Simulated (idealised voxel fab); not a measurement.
The process module presented herein is designated voxel self aligned vias.
This is section cut - it's 265 nm across, gridded in 5 nm square cells.
When this document writes out a cross-section, it uses a grid of square cells and lists it as bands, beginning at the top and moving down, with a band standing for one or more rows of cells. A band entry consists of two parts. The first gives the height of the band's top and the height of its bottom, in nm. The rest lists the band's materials from left to right, each with its width in nm. A single material labelled with the word "full width" fills the band from edge to edge, and the word "empty" marks empty space. Ref level 0: as-received wafer is one material below here. Bottom band extends down with no lower bound ("0 -> down"). The expression "30..40" gives the width at the extremes of the band, the first number at its top row of cells and the second at its bottom row, with the width changing by equal amounts from each row to the next in between. When a step is marked "all unchanged", none of the cells in the cross-section changed during that step. This entry, "Encapsulated voids", enumerates those empty regions of no fewer than 8 cells that possess no open connection to the top. Each region is reported in the form width x height at distance, the distance being taken from the left edge, with all three quantities expressed in nm. Where a step's line continues beyond its settings, the continuation is a remark by the simulator itself on that step. A step line may carry the setting "overlay nm", which, for steps involving a mask, states the distance by which the mask lay to the right of its intended position; negative values denote displacement to the left.

Plan:
- 1: RECEIVE: material Si
- 2: CONFORMAL_DEP: material SiO2, thk nm 15
- 3: CONFORMAL_DEP: material SiCN, thk nm 5
- 4: DIRECTIONAL_DEP: material lowk, thk nm 25
- 5: DIRECTIONAL_DEP: material aC, thk nm 10
- 6: PATTERN: tone open, mask id LINES, material resist, width nm 30, pitch nm 80, thk nm 30, overlay nm 0
- 7: DIRECTIONAL_ETCH: etch materials aC, depth nm 10
- 8: STRIP: etch materials resist
- 9: DIRECTIONAL_ETCH: etch materials lowk, depth nm 15
- 10: STRIP: etch materials aC
- 11: CONFORMAL_DEP: material TiN, thk nm 5
- 12: FILL_DEP: material Ru, thk nm 10
- 13: CMP: height nm 45
- 14: SELECTIVE_ETCH: etch materials W Ru TiN, depth nm 10
- 15: FILL_DEP: material SiN, thk nm 5
- 16: CMP: height nm 45
- 17: DIRECTIONAL_DEP: material lowk, thk nm 15
- 18: DIRECTIONAL_DEP: material aC, thk nm 10
- 19: PATTERN: tone open, mask id VIAS, material resist, width nm 50, pitch nm 160, thk nm 30, overlay nm 0
- 20: DIRECTIONAL_ETCH: etch materials aC, depth nm 10
- 21: STRIP: etch materials resist
- 22: DIRECTIONAL_ETCH: etch materials lowk, depth nm 15
- 23: DIRECTIONAL_ETCH: etch materials SiN, depth nm 10
- 24: STRIP: etch materials aC
- 25: CONFORMAL_DEP: material TiN, thk nm 5
- 26: FILL_DEP: material Cu, thk nm 10
- 27: CMP: height nm 60
- 28: CONFORMAL_DEP: material SiCN, thk nm 5
Across this set of wafers, the varied parameter is the depth nm of step 9. Starting conditions are identical for every wafer, and the plan reports the value assigned to the first wafer.

As-received cross-section, first of several wafers, post step 1:
* 0 -> down  Si full width
* Encapsulated voids: none

End of module, by wafer: material-by-material cell gain (+) or loss (-) since receipt, then closed voids:
depth nm 15; +48 Cu; +106 SiCN; +12 SiN; +159 SiO2; +54 TiN; +310 lowk; Encapsulated voids: none
depth nm 20; +48 Cu; +12 Ru; +106 SiCN; +12 SiN; +159 SiO2; +60 TiN; +292 lowk; Encapsulated voids: none
depth nm 25; +48 Cu; +24 Ru; +106 SiCN; +12 SiN; +159 SiO2; +66 TiN; +274 lowk; Encapsulated voids: none
depth nm 30; +48 Cu; +24 Ru; +106 SiCN; +12 SiN; +159 SiO2; +66 TiN; +274 lowk; Encapsulated voids: none
depth nm 35; +48 Cu; +24 Ru; +106 SiCN; +12 SiN; +159 SiO2; +66 TiN; +274 lowk; Encapsulated voids: none
depth nm 40; +48 Cu; +24 Ru; +106 SiCN; +12 SiN; +159 SiO2; +66 TiN; +274 lowk; Encapsulated voids: none
